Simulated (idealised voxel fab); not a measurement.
process module | voxel ribs on slabs
cross-section cut | 230 nm wide | cells 5 nm
A cross-section is a grid of square cells, given in bands from the top down. A band is one or more rows of cells.
Each band's line starts with the height of the band's top and of its bottom, in nm. Then come its materials from left to right, each with its width in nm. One material with "throughout" fills the band from edge to edge. "air" is empty space.
Height 0 is the level under which the wafer as received is all one material. The lowest band goes on downwards, as in "0 down".
A width such as "30 to 40" changes by the same amount from each row of cells to the next, from the band's top row to its bottom row.
"no change" after a step means that no cell of the cross-section changed.
closed voids: empty space of 8 cells or more with no open way to the top, each as width x height at its distance from the left edge, in nm
after a step's settings: what the simulator itself notes on the step
overlay nm, on a step with a mask: how far to the right of its planned place the mask lay; to the left if negative
plan
1 op RECEIVE | material Si
2 op DIRECTIONAL_DEP | material SiO2 | thk nm 30
3 op DIRECTIONAL_DEP | material SiN | thk nm 25
4 op DIRECTIONAL_DEP | material aC | thk nm 10
5 op PATTERN | tone cover | mask id RIB | material resist | width nm 25 | thk nm 25 | overlay nm 0
6 op DIRECTIONAL_ETCH | etch materials aC | depth nm 10
7 op STRIP | etch materials resist
8 op DIRECTIONAL_ETCH | etch materials SiN | depth nm 10
9 op STRIP | etch materials aC
10 op DIRECTIONAL_DEP | material aC | thk nm 15
11 op PATTERN | tone cover | mask id SLAB | material resist | width nm 75 | thk nm 30 | overlay nm 0
12 op DIRECTIONAL_ETCH | etch materials aC | depth nm 15
13 op STRIP | etch materials resist
14 op DIRECTIONAL_ETCH | etch materials SiN | depth nm 15
15 op STRIP | etch materials aC
16 op FILL_DEP | material SiO2 | thk nm 15
17 op CMP | height nm 65
18 op DIRECTIONAL_DEP | material TiN | thk nm 5
19 op PATTERN | tone cover | mask id HEATER | material resist | width nm 35 | thk nm 20 | overlay nm 0
20 op DIRECTIONAL_ETCH | etch materials TiN | depth nm 5
21 op STRIP | etch materials resist
22 op CONFORMAL_DEP | material SiN | thk nm 10
varied across the wafers: width nm of step 11. The plan shows the first wafer's value. All wafers start alike
first wafer as received, after step 1
  0 down: Si throughout
  closed voids: none
each wafer at the end: cells of each material gained (+) or lost (-) since it was received, then its closed voids
width nm 75 | +151 SiN | +543 SiO2 | +7 TiN | closed voids: none
width nm 80 | +154 SiN | +540 SiO2 | +7 TiN | closed voids: none
width nm 85 | +157 SiN | +537 SiO2 | +7 TiN | closed voids: none
width nm 90 | +160 SiN | +534 SiO2 | +7 TiN | closed voids: none
width nm 95 | +163 SiN | +531 SiO2 | +7 TiN | closed voids: none
width nm 100 | +166 SiN | +528 SiO2 | +7 TiN | closed voids: none
